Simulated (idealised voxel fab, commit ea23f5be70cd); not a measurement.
process module | voxel self aligned contacts
cross-section cut | 260 nm wide | cells 5 nm
A cross-section is a grid of square cells, given in bands from the top down. A band is one or more rows of cells.
Each band's line starts with the height of the band's top and of its bottom, in nm. Then come its materials from left to right, each with its width in nm. One material with "throughout" fills the band from edge to edge. "air" is empty space.
Height 0 is the level under which the wafer as received is all one material. The lowest band goes on downwards, as in "0 down".
A width such as "30 to 40" changes by the same amount from each row of cells to the next, from the band's top row to its bottom row.
"no change" after a step means that no cell of the cross-section changed.
closed voids: empty space of 8 cells or more with no open way to the top, each as width x height at its distance from the left edge, in nm
after a step's settings: what the simulator itself notes on the step
overlay nm, on a step with a mask: how far to the right of its planned place the mask lay; to the left if negative
plan
1 op RECEIVE | material Si
2 op CONFORMAL_DEP | material SiO2 | thk nm 5
3 op DIRECTIONAL_DEP | material polySi | thk nm 30
4 op DIRECTIONAL_DEP | material SiN | thk nm 25
5 op MASKED_ETCH | tone cover | mask id GATE | width nm 25 | pitch nm 60 | etch materials SiN | depth nm 25 | overlay nm 0
6 op MASKED_ETCH | tone cover | mask id GATE | width nm 25 | pitch nm 60 | etch materials polySi | depth nm 30 | overlay nm 0
7 op CONFORMAL_DEP | material SiN | thk nm 10
8 op DIRECTIONAL_ETCH | etch materials SiN | depth nm 10
9 op FILL_DEP | material SiO2 | thk nm 15
10 op CMP | height nm 65
11 op MASKED_ETCH | tone open | mask id CONTACT | width nm 45 | pitch nm 60 | etch materials SiO2 | depth nm 65 | overlay nm 0
12 op CONFORMAL_DEP | material TiN | thk nm 5
13 op FILL_DEP | material W | thk nm 5
14 op CMP | height nm 65
15 op CONFORMAL_DEP | material SiCN | thk nm 5
as received, after step 1
  0 down: Si throughout
  closed voids: none
first wafer at the end, as planned
  70 to 65: SiCN throughout
  65 to 60: SiO2 75 | TiN 20 | W 5 | TiN 20 | SiO2 15 | TiN 20 | W 5 | TiN 20 | SiO2 80
  60 to 35: SiO2 45 | SiN 45 | TiN 5 | W 5 | TiN 5 | SiN 45 | TiN 5 | W 5 | TiN 5 | SiN 45 | SiO2 50
  35 to 5: SiO2 45 | SiN 10 | polySi 25 | SiN 10 | TiN 5 | W 5 | TiN 5 | SiN 10 | polySi 25 | SiN 10 | TiN 5 | W 5 | TiN 5 | SiN 10 | polySi 25 | SiN 10 | SiO2 50
  5 to 0: SiO2 90 | TiN 15 | SiO2 45 | TiN 15 | SiO2 95
  0 down: Si throughout
  closed voids: none
second wafer at the end: like start, like plan, one mistake
  70 to 65: SiCN throughout
  65 to 60: SiO2 80 | TiN 15 | W 5 | TiN 25 | SiO2 15 | TiN 15 | W 5 | TiN 25 | SiO2 75
  60 to 35: SiO2 45 | SiN 45 | TiN 5 | W 5 | TiN 5 | SiN 45 | TiN 5 | W 5 | TiN 5 | SiN 45 | SiO2 50
  35 to 5: SiO2 45 | SiN 10 | polySi 25 | SiN 10 | TiN 5 | W 5 | TiN 5 | SiN 10 | polySi 25 | SiN 10 | TiN 5 | W 5 | TiN 5 | SiN 10 | polySi 25 | SiN 10 | SiO2 50
  5 to 0: SiO2 90 | TiN 15 | SiO2 45 | TiN 15 | SiO2 95
  0 down: Si throughout
  closed voids: none
what went wrong: step 11 ran as: op MASKED_ETCH | tone open | mask id CONTACT | width nm 45 | pitch nm 60 | etch materials SiO2 | depth nm 65 | overlay nm 5
at the end the second wafer has, in cells: as many of each material as the first, in other places
